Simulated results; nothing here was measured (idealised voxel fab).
Proc. module: voxel gate over fins
Cross-section cut: width 260 nm, square cells of 5 nm.
Cross-section = grid of square cells, listed top down in bands; band = one or more rows.
First you get the band's top height and its bottom height, in nm, and then the materials it's made of, left to right, with each width in nm. If you see a single material with "everywhere", that one covers the band edge to edge. "blank" is empty space.
The level at which height equals 0 is the one under which the wafer, as it arrives, is entirely one material. No lower edge exists for the bottom band, which continues downward and is notated as in "top 0, no bottom".
The notation "30..40" denotes a width that varies across the rows of cells in the band, beginning at the first number in the top row, finishing at the second number in the bottom row, and changing by an identical amount from each row to the next.
For the purposes of this document, the phrase "stayed the same" attached to a step denotes that no cell within the cross-section was modified by that step.
Under "Unvented cavities" you'll find the enclosed gaps, the ones with no way out to the top, that are 8 cells or bigger; each reads width x height at distance, with distance counted from the left edge, everything in nm.
Formally, on a step line, whatever follows the settings is a remark that the simulator itself makes on the step.
overlay nm: on a step with a mask, how far right of its planned place the mask lay; negative means left.
Read the rest as pairs. Take the cross-section before one process step, then the cross-section after it, which shows only down to the lowest band that changed. Under the pair, find the step between them and its settings. Bear in mind that pairs may come from different runs of this module on the same starting wafer: link a pair to the pair above it only where its entry headed "Pre-step cross-section" says to.

# Pre-step cross-section
  top 20, bottom 5 = resist 95  blank 15  resist 150
  top 5, bottom 0 = SiO2 60  SiN 15  SiO2 20  blank 15  SiO2 10  SiN 15  SiO2 45  SiN 15  SiO2 65
  top 0, bottom -35 = SiO2 65  Si 5  SiO2 25  blank 15  SiO2 15  Si 5  SiO2 55  Si 5  SiO2 70
  top -35, bottom -45 = SiO2 65  Si 5  SiO2 55  Si 5  SiO2 55  Si 5  SiO2 70
  top -45, no bottom = Si everywhere
  Unvented cavities: none

# Post-Process Section
  top 5, bottom 0 = SiO2 60  SiN 15  SiO2 20  blank 15  SiO2 10  SiN 15  SiO2 45  SiN 15  SiO2 65
  Beneath the level 0, the cross-section is identical to its previous state.
  Unvented cavities: none
The process step separating the two cross-sections depicted above is as follows: STRIP: etch materials resist

Pre-step cross-section: this step begins from the cross-section that the pair just above shows after its step.

# Post-Process Section
  top 10, bottom 5 = TiN 100  blank 5  TiN 155
  top 5, bottom 0 = SiO2 60  SiN 15  SiO2 20  TiN 5  blank 5  TiN 5  SiO2 10  SiN 15  SiO2 45  SiN 15  SiO2 65
  top 0, bottom -30 = SiO2 65  Si 5  SiO2 25  TiN 5  blank 5  TiN 5  SiO2 15  Si 5  SiO2 55  Si 5  SiO2 70
  top -30, bottom -35 = SiO2 65  Si 5  SiO2 25  TiN 15  SiO2 15  Si 5  SiO2 55  Si 5  SiO2 70
  Beneath the level -35, the cross-section is identical to its previous state.
  Unvented cavities: none
The process step separating the two cross-sections depicted above is as follows: CONFORMAL_DEP: material TiN, thk nm 5

Pre-step cross-section: this step begins from the cross-section that the pair just above shows after its step.

# Post-Process Section
  top 15, bottom 10 = Ru everywhere
  top 10, bottom 5 = TiN 100  Ru 5  TiN 155
  top 5, bottom 0 = SiO2 60  SiN 15  SiO2 20  TiN 5  Ru 5  TiN 5  SiO2 10  SiN 15  SiO2 45  SiN 15  SiO2 65
  top 0, bottom -30 = SiO2 65  Si 5  SiO2 25  TiN 5  Ru 5  TiN 5  SiO2 15  Si 5  SiO2 55  Si 5  SiO2 70
  Beneath the level -30, the cross-section is identical to its previous state.
  Unvented cavities: none
The process step separating the two cross-sections depicted above is as follows: FILL_DEP: material Ru, thk nm 5

Pre-step cross-section: this step begins from the cross-section that the pair just above shows after its step.

# Post-Process Section
  top 5, bottom 0 = SiO2 60  SiN 15  SiO2 20  TiN 5  Ru 5  TiN 5  SiO2 10  SiN 15  SiO2 45  SiN 15  SiO2 65
  Beneath the level 0, the cross-section is identical to its previous state.
  Unvented cavities: none
The process step separating the two cross-sections depicted above is as follows: CMP: height nm 5

Pre-step cross-section: this step begins from the cross-section that the pair just above shows after its step.

# Post-Process Section
  top 5, bottom 0 = SiO2 60  SiN 15  SiO2 20  blank 15  SiO2 10  SiN 15  SiO2 45  SiN 15  SiO2 65
  top 0, bottom -25 = SiO2 65  Si 5  SiO2 25  blank 15  SiO2 15  Si 5  SiO2 55  Si 5  SiO2 70
  Beneath the level -25, the cross-section is identical to its previous state.
  Unvented cavities: none
The process step separating the two cross-sections depicted above is as follows: SELECTIVE_ETCH: etch materials W Ru TiN, depth nm 30

Pre-step cross-section: this step begins from the cross-section that the pair just above shows after its step.

# Post-Process Section
  top 10, bottom 5 = SiO2 everywhere
  top 5, bottom 0 = SiO2 60  SiN 15  SiO2 45  SiN 15  SiO2 45  SiN 15  SiO2 65
  top 0, bottom -25 = SiO2 65  Si 5  SiO2 55  Si 5  SiO2 55  Si 5  SiO2 70
  Beneath the level -25, the cross-section is identical to its previous state.
  Unvented cavities: none
The process step separating the two cross-sections depicted above is as follows: FILL_DEP: material SiO2, thk nm 5

Pre-step cross-section: this step begins from the cross-section that the pair just above shows after its step.

# Post-Process Section
  top 5, bottom 0 = SiO2 60  SiN 15  SiO2 45  SiN 15  SiO2 45  SiN 15  SiO2 65
  Beneath the level 0, the cross-section is identical to its previous state.
  Unvented cavities: none
The process step separating the two cross-sections depicted above is as follows: CMP: height nm 5

Pre-step cross-section: this step begins from the cross-section that the pair just above shows after its step.

# Post-Process Section
  top 5, bottom 0 = blank 60  SiN 15  blank 45  SiN 15  blank 45  SiN 15  blank 65
  top 0, bottom -15 = blank 65  Si 5  blank 55  Si 5  blank 55  Si 5  blank 70
  Beneath the level -15, the cross-section is identical to its previous state.
  Unvented cavities: none
The process step separating the two cross-sections depicted above is as follows: SELECTIVE_ETCH: etch materials SiO2, depth nm 20

Pre-step cross-section: this step begins from the cross-section that the pair just above shows after its step.

# Post-Process Section
  top 0, bottom -15 = blank 65  Si 5  blank 55  Si 5  blank 55  Si 5  blank 70
  Beneath the level -15, the cross-section is identical to its previous state.
  Unvented cavities: none
The process step separating the two cross-sections depicted above is as follows: STRIP: etch materials SiN

Pre-step cross-section: this step begins from the cross-section that the pair just above shows after its step.

# Post-Process Section
  top 5, bottom 0 = blank 60  HfO2 15  blank 45  HfO2 15  blank 45  HfO2 15  blank 65
  top 0, bottom -10 = blank 60  HfO2 5  Si 5  HfO2 5  blank 45  HfO2 5  Si 5  HfO2 5  blank 45  HfO2 5  Si 5  HfO2 5  blank 65
  top -10, bottom -15 = HfO2 65  Si 5  HfO2 55  Si 5  HfO2 55  Si 5  HfO2 70
  Beneath the level -15, the cross-section is identical to its previous state.
  Unvented cavities: none
The process step separating the two cross-sections depicted above is as follows: CONFORMAL_DEP: material HfO2, thk nm 5

Pre-step cross-section: this step begins from the cross-section that the pair just above shows after its step.

# Post-Process Section
  top 10, bottom 5 = blank 55  TiN 25  blank 35  TiN 25  blank 35  TiN 25  blank 60
  top 5, bottom 0 = blank 55  TiN 5  HfO2 15  TiN 5  blank 35  TiN 5  HfO2 15  TiN 5  blank 35  TiN 5  HfO2 15  TiN 5  blank 60
  top 0, bottom -5 = blank 55  TiN 5  HfO2 5  Si 5  HfO2 5  TiN 5  blank 35  TiN 5  HfO2 5  Si 5  HfO2 5  TiN 5  blank 35  TiN 5  HfO2 5  Si 5  HfO2 5  TiN 5  blank 60
  top -5, bottom -10 = TiN 60  HfO2 5  Si 5  HfO2 5  TiN 45  HfO2 5  Si 5  HfO2 5  TiN 45  HfO2 5  Si 5  HfO2 5  TiN 65
  Beneath the level -10, the cross-section is identical to its previous state.
  Unvented cavities: none
The process step separating the two cross-sections depicted above is as follows: CONFORMAL_DEP: material TiN, thk nm 5

Pre-step cross-section: this step begins from the cross-section that the pair just above shows after its step.

# Post-Process Section
  top 15, bottom 10 = blank 50  TiAl 35  blank 25  TiAl 35  blank 25  TiAl 35  blank 55
  top 10, bottom 5 = blank 50  TiAl 5  TiN 25  TiAl 5  blank 25  TiAl 5  TiN 25  TiAl 5  blank 25  TiAl 5  TiN 25  TiAl 5  blank 55
  top 5, bottom 0 = blank 50  TiAl 5  TiN 5  HfO2 15  TiN 5  TiAl 5  blank 25  TiAl 5  TiN 5  HfO2 15  TiN 5  TiAl 5  blank 25  TiAl 5  TiN 5  HfO2 15  TiN 5  TiAl 5  blank 55
  top 0, bottom -5 = TiAl 55  TiN 5  HfO2 5  Si 5  HfO2 5  TiN 5  TiAl 35  TiN 5  HfO2 5  Si 5  HfO2 5  TiN 5  TiAl 35  TiN 5  HfO2 5  Si 5  HfO2 5  TiN 5  TiAl 60
  Beneath the level -5, the cross-section is identical to its previous state.
  Unvented cavities: none
The process step separating the two cross-sections depicted above is as follows: CONFORMAL_DEP: material TiAl, thk nm 5

Pre-step cross-section: this step begins from the cross-section that the pair just above shows after its step.

# Post-Process Section
  top 20, bottom 15 = blank 45  TiN 45  blank 15  TiN 45  blank 15  TiN 45  blank 50
  top 15, bottom 10 = blank 45  TiN 5  TiAl 35  TiN 5  blank 15  TiN 5  TiAl 35  TiN 5  blank 15  TiN 5  TiAl 35  TiN 5  blank 50
  top 10, bottom 5 = blank 45  TiN 5  TiAl 5  TiN 25  TiAl 5  TiN 5  blank 15  TiN 5  TiAl 5  TiN 25  TiAl 5  TiN 5  blank 15  TiN 5  TiAl 5  TiN 25  TiAl 5  TiN 5  blank 50
  top 5, bottom 0 = TiN 50  TiAl 5  TiN 5  HfO2 15  TiN 5  TiAl 5  TiN 25  TiAl 5  TiN 5  HfO2 15  TiN 5  TiAl 5  TiN 25  TiAl 5  TiN 5  HfO2 15  TiN 5  TiAl 5  TiN 55
  Beneath the level 0, the cross-section is identical to its previous state.
  Unvented cavities: none
The process step separating the two cross-sections depicted above is as follows: CONFORMAL_DEP: material TiN, thk nm 5

Pre-step cross-section: this step begins from the cross-section that the pair just above shows after its step.

# Post-Process Section
  top 35, bottom 20 = W everywhere
  top 20, bottom 15 = W 45  TiN 45  W 15  TiN 45  W 15  TiN 45  W 50
  top 15, bottom 10 = W 45  TiN 5  TiAl 35  TiN 5  W 15  TiN 5  TiAl 35  TiN 5  W 15  TiN 5  TiAl 35  TiN 5  W 50
  top 10, bottom 5 = W 45  TiN 5  TiAl 5  TiN 25  TiAl 5  TiN 5  W 15  TiN 5  TiAl 5  TiN 25  TiAl 5  TiN 5  W 15  TiN 5  TiAl 5  TiN 25  TiAl 5  TiN 5  W 50
  Beneath the level 5, the cross-section is identical to its previous state.
  Unvented cavities: none
The process step separating the two cross-sections depicted above is as follows: FILL_DEP: material W, thk nm 15

Pre-step cross-section: this step begins from the cross-section that the pair just above shows after its step.

# Post-Process Section
  top 30, bottom 20 = W everywhere
  Beneath the level 20, the cross-section is identical to its previous state.
  Unvented cavities: none
The process step separating the two cross-sections depicted above is as follows: CMP: height nm 30

Pre-step cross-section: this step begins from the cross-section that the pair just above shows after its step.

# Post-Process Section
  top 40, bottom 30 = SiCN everywhere
  Beneath the level 30, the cross-section is identical to its previous state.
  Unvented cavities: none
The process step separating the two cross-sections depicted above is as follows: CONFORMAL_DEP: material SiCN, thk nm 10

# Pre-step cross-section
  top 5, bottom 0 = SiO2 60  SiN 15  SiO2 15  TiN 5  Ru 5  TiN 5  SiO2 15  SiN 15  SiO2 45  SiN 15  SiO2 65
  top 0, bottom -30 = SiO2 65  Si 5  SiO2 20  TiN 5  Ru 5  TiN 5  SiO2 20  Si 5  SiO2 55  Si 5  SiO2 70
  top -30, bottom -35 = SiO2 65  Si 5  SiO2 20  TiN 15  SiO2 20  Si 5  SiO2 55  Si 5  SiO2 70
  top -35, bottom -45 = SiO2 65  Si 5  SiO2 55  Si 5  SiO2 55  Si 5  SiO2 70
  top -45, no bottom = Si everywhere
  Unvented cavities: none

# Post-Process Section
  top 5, bottom 0 = SiO2 60  SiN 15  SiO2 15  blank 5  Ru 5  blank 5  SiO2 15  SiN 15  SiO2 45  SiN 15  SiO2 65
  top 0, bottom -25 = SiO2 65  Si 5  SiO2 20  blank 5  Ru 5  blank 5  SiO2 20  Si 5  SiO2 55  Si 5  SiO2 70
  Beneath the level -25, the cross-section is identical to its previous state.
  Unvented cavities: none
The process step separating the two cross-sections depicted above is as follows: SELECTIVE_ETCH: etch materials TiN, depth nm 30

Pre-step cross-section: this step begins from the cross-section that the pair just above shows after its step.

# Post-Process Section
  top 10, bottom 5 = SiO2 everywhere
  top 5, bottom 0 = SiO2 60  SiN 15  SiO2 20  Ru 5  SiO2 20  SiN 15  SiO2 45  SiN 15  SiO2 65
  top 0, bottom -25 = SiO2 65  Si 5  SiO2 25  Ru 5  SiO2 25  Si 5  SiO2 55  Si 5  SiO2 70
  Beneath the level -25, the cross-section is identical to its previous state.
  Unvented cavities: none
The process step separating the two cross-sections depicted above is as follows: FILL_DEP: material SiO2, thk nm 5

Pre-step cross-section: this step begins from the cross-section that the pair just above shows after its step.

# Post-Process Section
  top 5, bottom 0 = SiO2 60  SiN 15  SiO2 20  Ru 5  SiO2 20  SiN 15  SiO2 45  SiN 15  SiO2 65
  Beneath the level 0, the cross-section is identical to its previous state.
  Unvented cavities: none
The process step separating the two cross-sections depicted above is as follows: CMP: height nm 5

Pre-step cross-section: this step begins from the cross-section that the pair just above shows after its step.

# Post-Process Section
  top 5, bottom 0 = blank 60  SiN 15  blank 20  Ru 5  blank 20  SiN 15  blank 45  SiN 15  blank 65
  top 0, bottom -15 = blank 65  Si 5  blank 25  Ru 5  blank 25  Si 5  blank 55  Si 5  blank 70
  Beneath the level -15, the cross-section is identical to its previous state.
  Unvented cavities: none
The process step separating the two cross-sections depicted above is as follows: SELECTIVE_ETCH: etch materials SiO2, depth nm 20

Pre-step cross-section: this step begins from the cross-section that the pair just above shows after its step.

# Post-Process Section
  top 5, bottom 0 = blank 95  Ru 5  blank 160
  Beneath the level 0, the cross-section is identical to its previous state.
  Unvented cavities: none
The process step separating the two cross-sections depicted above is as follows: STRIP: etch materials SiN

Pre-step cross-section: this step begins from the cross-section that the pair just above shows after its step.

# Post-Process Section
  top 10, bottom 5 = blank 90  HfO2 15  blank 155
  top 5, bottom 0 = blank 60  HfO2 15  blank 15  HfO2 5  Ru 5  HfO2 5  blank 15  HfO2 15  blank 45  HfO2 15  blank 65
  top 0, bottom -10 = blank 60  HfO2 5  Si 5  HfO2 5  blank 15  HfO2 5  Ru 5  HfO2 5  blank 15  HfO2 5  Si 5  HfO2 5  blank 45  HfO2 5  Si 5  HfO2 5  blank 65
  top -10, bottom -15 = HfO2 65  Si 5  HfO2 25  Ru 5  HfO2 25  Si 5  HfO2 55  Si 5  HfO2 70
  Beneath the level -15, the cross-section is identical to its previous state.
  Unvented cavities: none
The process step separating the two cross-sections depicted above is as follows: CONFORMAL_DEP: material HfO2, thk nm 5

Pre-step cross-section: this step begins from the cross-section that the pair just above shows after its step.

# Post-Process Section
  top 15, bottom 10 = blank 85  TiN 25  blank 150
  top 10, bottom 5 = blank 55  TiN 25  blank 5  TiN 5  HfO2 15  TiN 5  blank 5  TiN 25  blank 35  TiN 25  blank 60
  top 5, bottom 0 = blank 55  TiN 5  HfO2 15  TiN 5  blank 5  TiN 5  HfO2 5  Ru 5  HfO2 5  TiN 5  blank 5  TiN 5  HfO2 15  TiN 5  blank 35  TiN 5  HfO2 15  TiN 5  blank 60
  top 0, bottom -5 = blank 55  TiN 5  HfO2 5  Si 5  HfO2 5  TiN 5  blank 5  TiN 5  HfO2 5  Ru 5  HfO2 5  TiN 5  blank 5  TiN 5  HfO2 5  Si 5  HfO2 5  TiN 5  blank 35  TiN 5  HfO2 5  Si 5  HfO2 5  TiN 5  blank 60
  top -5, bottom -10 = TiN 60  HfO2 5  Si 5  HfO2 5  TiN 15  HfO2 5  Ru 5  HfO2 5  TiN 15  HfO2 5  Si 5  HfO2 5  TiN 45  HfO2 5  Si 5  HfO2 5  TiN 65
  Beneath the level -10, the cross-section is identical to its previous state.
  Unvented cavities: none
The process step separating the two cross-sections depicted above is as follows: CONFORMAL_DEP: material TiN, thk nm 5

Pre-step cross-section: this step begins from the cross-section that the pair just above shows after its step.

# Post-Process Section
  top 20, bottom 15 = blank 80  TiAl 35  blank 145
  top 15, bottom 10 = blank 50  TiAl 35  TiN 25  TiAl 35  blank 25  TiAl 35  blank 55
  top 10, bottom 5 = blank 50  TiAl 5  TiN 25  TiAl 5  TiN 5  HfO2 15  TiN 5  TiAl 5  TiN 25  TiAl 5  blank 25  TiAl 5  TiN 25  TiAl 5  blank 55
  top 5, bottom 0 = blank 50  TiAl 5  TiN 5  HfO2 15  TiN 5  TiAl 5  TiN 5  HfO2 5  Ru 5  HfO2 5  TiN 5  TiAl 5  TiN 5  HfO2 15  TiN 5  TiAl 5  blank 25  TiAl 5  TiN 5  HfO2 15  TiN 5  TiAl 5  blank 55
  top 0, bottom -5 = TiAl 55  TiN 5  HfO2 5  Si 5  HfO2 5  TiN 5  TiAl 5  TiN 5  HfO2 5  Ru 5  HfO2 5  TiN 5  TiAl 5  TiN 5  HfO2 5  Si 5  HfO2 5  TiN 5  TiAl 35  TiN 5  HfO2 5  Si 5  HfO2 5  TiN 5  TiAl 60
  Beneath the level -5, the cross-section is identical to its previous state.
  Unvented cavities: none
The process step separating the two cross-sections depicted above is as follows: CONFORMAL_DEP: material TiAl, thk nm 5

Pre-step cross-section: this step begins from the cross-section that the pair just above shows after its step.

# Post-Process Section
  top 25, bottom 20 = blank 75  TiN 45  blank 140
  top 20, bottom 15 = blank 45  TiN 35  TiAl 35  TiN 35  blank 15  TiN 45  blank 50
  top 15, bottom 10 = blank 45  TiN 5  TiAl 35  TiN 25  TiAl 35  TiN 5  blank 15  TiN 5  TiAl 35  TiN 5  blank 50
  top 10, bottom 5 = blank 45  TiN 5  TiAl 5  TiN 25  TiAl 5  TiN 5  HfO2 15  TiN 5  TiAl 5  TiN 25  TiAl 5  TiN 5  blank 15  TiN 5  TiAl 5  TiN 25  TiAl 5  TiN 5  blank 50
  top 5, bottom 0 = TiN 50  TiAl 5  TiN 5  HfO2 15  TiN 5  TiAl 5  TiN 5  HfO2 5  Ru 5  HfO2 5  TiN 5  TiAl 5  TiN 5  HfO2 15  TiN 5  TiAl 5  TiN 25  TiAl 5  TiN 5  HfO2 15  TiN 5  TiAl 5  TiN 55
  Beneath the level 0, the cross-section is identical to its previous state.
  Unvented cavities: none
The process step separating the two cross-sections depicted above is as follows: CONFORMAL_DEP: material TiN, thk nm 5

Pre-step cross-section: this step begins from the cross-section that the pair just above shows after its step.

# Post-Process Section
  top 40, bottom 25 = W everywhere
  top 25, bottom 20 = W 75  TiN 45  W 140
  top 20, bottom 15 = W 45  TiN 35  TiAl 35  TiN 35  W 15  TiN 45  W 50
  top 15, bottom 10 = W 45  TiN 5  TiAl 35  TiN 25  TiAl 35  TiN 5  W 15  TiN 5  TiAl 35  TiN 5  W 50
  top 10, bottom 5 = W 45  TiN 5  TiAl 5  TiN 25  TiAl 5  TiN 5  HfO2 15  TiN 5  TiAl 5  TiN 25  TiAl 5  TiN 5  W 15  TiN 5  TiAl 5  TiN 25  TiAl 5  TiN 5  W 50
  Beneath the level 5, the cross-section is identical to its previous state.
  Unvented cavities: none
The process step separating the two cross-sections depicted above is as follows: FILL_DEP: material W, thk nm 15

Pre-step cross-section: this step begins from the cross-section that the pair just above shows after its step.

# Post-Process Section
  top 30, bottom 25 = W everywhere
  Beneath the level 25, the cross-section is identical to its previous state.
  Unvented cavities: none
The process step separating the two cross-sections depicted above is as follows: CMP: height nm 30

Pre-step cross-section: this step begins from the cross-section that the pair just above shows after its step.

# Post-Process Section
  top 40, bottom 30 = SiCN everywhere
  Beneath the level 30, the cross-section is identical to its previous state.
  Unvented cavities: none
The process step separating the two cross-sections depicted above is as follows: CONFORMAL_DEP: material SiCN, thk nm 10

# Pre-step cross-section
  top 5, bottom 0 = SiN everywhere
  top 0, no bottom = Si everywhere
  Unvented cavities: none

# Post-Process Section
  top 25, bottom 5 = resist 60  blank 15  resist 45  blank 15  resist 45  blank 15  resist 65
  Beneath the level 5, the cross-section is identical to its previous state.
  Unvented cavities: none
The process step separating the two cross-sections depicted above is as follows: PATTERN: tone open, mask id FINS, material resist, width nm 15, pitch nm 60, thk nm 20, overlay nm 0

Pre-step cross-section: this step begins from the cross-section that the pair just above shows after its step.

# Post-Process Section
  top 25, bottom 5 = resist 60  blank 15  resist 45  blank 15  resist 45  blank 15  resist 65
  top 5, bottom 0 = SiN 60  blank 15  SiN 45  blank 15  SiN 45  blank 15  SiN 65
  Beneath the level 0, the cross-section is identical to its previous state.
  Unvented cavities: none
The process step separating the two cross-sections depicted above is as follows: DIRECTIONAL_ETCH: etch materials SiN, depth nm 5

Pre-step cross-section: this step begins from the cross-section that the pair just above shows after its step.

# Post-Process Section
  top 25, bottom 5 = resist 60  blank 15  resist 45  blank 15  resist 45  blank 15  resist 65
  top 5, bottom 0 = SiN 60  blank 15  SiN 45  blank 15  SiN 45  blank 15  SiN 65
  top 0, bottom -40 = Si 60  blank 15  Si 45  blank 15  Si 45  blank 15  Si 65
  Beneath the level -40, the cross-section is identical to its previous state.
  Unvented cavities: none
The process step separating the two cross-sections depicted above is as follows: DIRECTIONAL_ETCH: etch materials Si, depth nm 40

Pre-step cross-section: this step begins from the cross-section that the pair just above shows after its step.

# Post-Process Section
  top 5, bottom 0 = SiN 60  blank 15  SiN 45  blank 15  SiN 45  blank 15  SiN 65
  Beneath the level 0, the cross-section is identical to its previous state.
  Unvented cavities: none
The process step separating the two cross-sections depicted above is as follows: STRIP: etch materials resist

Pre-step cross-section: this step begins from the cross-section that the pair just above shows after its step.

# Post-Process Section
  top 5, bottom 0 = SiN 60  blank 15  SiN 45  blank 15  SiN 45  blank 15  SiN 65
  top 0, bottom -40 = Si 55  SiO2 5  blank 15  SiO2 5  Si 35  SiO2 5  blank 15  SiO2 5  Si 35  SiO2 5  blank 15  SiO2 5  Si 60
  top -40, bottom -45 = Si 55  SiO2 25  Si 35  SiO2 25  Si 35  SiO2 25  Si 60
  Beneath the level -45, the cross-section is identical to its previous state.
  Unvented cavities: none
The process step separating the two cross-sections depicted above is as follows: OXIDIZE: depth nm 5

Pre-step cross-section: this step begins from the cross-section that the pair just above shows after its step.

# Post-Process Section
  top 15, bottom 5 = SiO2 everywhere
  top 5, bottom 0 = SiN 60  SiO2 15  SiN 45  SiO2 15  SiN 45  SiO2 15  SiN 65
  top 0, bottom -45 = Si 55  SiO2 25  Si 35  SiO2 25  Si 35  SiO2 25  Si 60
  Beneath the level -45, the cross-section is identical to its previous state.
  Unvented cavities: none
The process step separating the two cross-sections depicted above is as follows: FILL_DEP: material SiO2, thk nm 10

Pre-step cross-section: this step begins from the cross-section that the pair just above shows after its step.

# Post-Process Section
  top 5, bottom 0 = SiN 60  SiO2 15  SiN 45  SiO2 15  SiN 45  SiO2 15  SiN 65
  Beneath the level 0, the cross-section is identical to its previous state.
  Unvented cavities: none
The process step separating the two cross-sections depicted above is as follows: CMP: height nm 5

Pre-step cross-section: this step begins from the cross-section that the pair just above shows after its step.

# Post-Process Section
  top 20, bottom 5 = resist 90  blank 15  resist 155
  Beneath the level 5, the cross-section is identical to its previous state.
  Unvented cavities: none
The process step separating the two cross-sections depicted above is as follows: PATTERN: tone open, mask id RAIL, material resist, width nm 15, thk nm 15, overlay nm 0

Pre-step cross-section: this step begins from the cross-section that the pair just above shows after its step.

# Post-Process Section
  top 5, bottom 0 = SiN 60  SiO2 15  SiN 45  SiO2 15  SiN 45  SiO2 15  SiN 65
  Beneath the level 0, the cross-section is identical to its previous state.
  Unvented cavities: none
The process step separating the two cross-sections depicted above is as follows: STRIP: etch materials resist

Pre-step cross-section: this step begins from the cross-section that the pair just above shows after its step.

# Post-Process Section
  top 10, bottom 5 = TiN everywhere
  Beneath the level 5, the cross-section is identical to its previous state.
  Unvented cavities: none
The process step separating the two cross-sections depicted above is as follows: CONFORMAL_DEP: material TiN, thk nm 5

Pre-step cross-section: this step begins from the cross-section that the pair just above shows after its step.

# Post-Process Section
  top 15, bottom 10 = Ru everywhere
  Beneath the level 10, the cross-section is identical to its previous state.
  Unvented cavities: none
The process step separating the two cross-sections depicted above is as follows: FILL_DEP: material Ru, thk nm 5

Pre-step cross-section: this step begins from the cross-section that the pair just above shows after its step.

# Post-Process Section
  top 5, bottom 0 = SiN 60  SiO2 15  SiN 45  SiO2 15  SiN 45  SiO2 15  SiN 65
  Beneath the level 0, the cross-section is identical to its previous state.
  Unvented cavities: none
The process step separating the two cross-sections depicted above is as follows: CMP: height nm 5

Pre-step cross-section: this step begins from the cross-section that the pair just above shows after its step.

# Post-Process Section
  top 10, bottom 5 = SiO2 everywhere
  Beneath the level 5, the cross-section is identical to its previous state.
  Unvented cavities: none
The process step separating the two cross-sections depicted above is as follows: FILL_DEP: material SiO2, thk nm 5

Pre-step cross-section: this step begins from the cross-section that the pair just above shows after its step.

# Post-Process Section
  top 5, bottom 0 = SiN 60  SiO2 15  SiN 45  SiO2 15  SiN 45  SiO2 15  SiN 65
  Beneath the level 0, the cross-section is identical to its previous state.
  Unvented cavities: none
The process step separating the two cross-sections depicted above is as follows: CMP: height nm 5

Pre-step cross-section: this step begins from the cross-section that the pair just above shows after its step.

# Post-Process Section
  top 5, bottom 0 = SiN 60  blank 15  SiN 45  blank 15  SiN 45  blank 15  SiN 65
  top 0, bottom -15 = Si 55  blank 25  Si 35  blank 25  Si 35  blank 25  Si 60
  Beneath the level -15, the cross-section is identical to its previous state.
  Unvented cavities: none
The process step separating the two cross-sections depicted above is as follows: SELECTIVE_ETCH: etch materials SiO2, depth nm 20

Pre-step cross-section: this step begins from the cross-section that the pair just above shows after its step.

# Post-Process Section
  top 0, bottom -15 = Si 55  blank 25  Si 35  blank 25  Si 35  blank 25  Si 60
  Beneath the level -15, the cross-section is identical to its previous state.
  Unvented cavities: none
The process step separating the two cross-sections depicted above is as follows: STRIP: etch materials SiN

Pre-step cross-section: this step begins from the cross-section that the pair just above shows after its step.

# Post-Process Section
  top 5, bottom 0 = HfO2 60  blank 15  HfO2 45  blank 15  HfO2 45  blank 15  HfO2 65
  top 0, bottom -10 = Si 55  HfO2 5  blank 15  HfO2 5  Si 35  HfO2 5  blank 15  HfO2 5  Si 35  HfO2 5  blank 15  HfO2 5  Si 60
  top -10, bottom -15 = Si 55  HfO2 25  Si 35  HfO2 25  Si 35  HfO2 25  Si 60
  Beneath the level -15, the cross-section is identical to its previous state.
  Unvented cavities: none
The process step separating the two cross-sections depicted above is as follows: CONFORMAL_DEP: material HfO2, thk nm 5

Pre-step cross-section: this step begins from the cross-section that the pair just above shows after its step.

# Post-Process Section
  top 10, bottom 5 = TiN 65  blank 5  TiN 55  blank 5  TiN 55  blank 5  TiN 70
  top 5, bottom 0 = HfO2 60  TiN 5  blank 5  TiN 5  HfO2 45  TiN 5  blank 5  TiN 5  HfO2 45  TiN 5  blank 5  TiN 5  HfO2 65
  top 0, bottom -5 = Si 55  HfO2 5  TiN 5  blank 5  TiN 5  HfO2 5  Si 35  HfO2 5  TiN 5  blank 5  TiN 5  HfO2 5  Si 35  HfO2 5  TiN 5  blank 5  TiN 5  HfO2 5  Si 60
  top -5, bottom -10 = Si 55  HfO2 5  TiN 15  HfO2 5  Si 35  HfO2 5  TiN 15  HfO2 5  Si 35  HfO2 5  TiN 15  HfO2 5  Si 60
  Beneath the level -10, the cross-section is identical to its previous state.
  Unvented cavities: none
The process step separating the two cross-sections depicted above is as follows: CONFORMAL_DEP: material TiN, thk nm 5

Pre-step cross-section: this step begins from the cross-section that the pair just above shows after its step.

# Post-Process Section
  top 15, bottom 10 = TiAl everywhere
  top 10, bottom 5 = TiN 65  TiAl 5  TiN 55  TiAl 5  TiN 55  TiAl 5  TiN 70
  top 5, bottom 0 = HfO2 60  TiN 5  TiAl 5  TiN 5  HfO2 45  TiN 5  TiAl 5  TiN 5  HfO2 45  TiN 5  TiAl 5  TiN 5  HfO2 65
  top 0, bottom -5 = Si 55  HfO2 5  TiN 5  TiAl 5  TiN 5  HfO2 5  Si 35  HfO2 5  TiN 5  TiAl 5  TiN 5  HfO2 5  Si 35  HfO2 5  TiN 5  TiAl 5  TiN 5  HfO2 5  Si 60
  Beneath the level -5, the cross-section is identical to its previous state.
  Unvented cavities: none
The process step separating the two cross-sections depicted above is as follows: CONFORMAL_DEP: material TiAl, thk nm 5

Pre-step cross-section: this step begins from the cross-section that the pair just above shows after its step.

# Post-Process Section
  top 20, bottom 15 = TiN everywhere
  Beneath the level 15, the cross-section is identical to its previous state.
  Unvented cavities: none
The process step separating the two cross-sections depicted above is as follows: CONFORMAL_DEP: material TiN, thk nm 5

Pre-step cross-section: this step begins from the cross-section that the pair just above shows after its step.

# Post-Process Section
  top 35, bottom 20 = W everywhere
  Beneath the level 20, the cross-section is identical to its previous state.
  Unvented cavities: none
The process step separating the two cross-sections depicted above is as follows: FILL_DEP: material W, thk nm 15

Pre-step cross-section: this step begins from the cross-section that the pair just above shows after its step.

# Post-Process Section
  top 30, bottom 20 = W everywhere
  Beneath the level 20, the cross-section is identical to its previous state.
  Unvented cavities: none
The process step separating the two cross-sections depicted above is as follows: CMP: height nm 30

Pre-step cross-section: this step begins from the cross-section that the pair just above shows after its step.

# Post-Process Section
  top 40, bottom 30 = SiCN everywhere
  Beneath the level 30, the cross-section is identical to its previous state.
  Unvented cavities: none
The process step separating the two cross-sections depicted above is as follows: CONFORMAL_DEP: material SiCN, thk nm 10
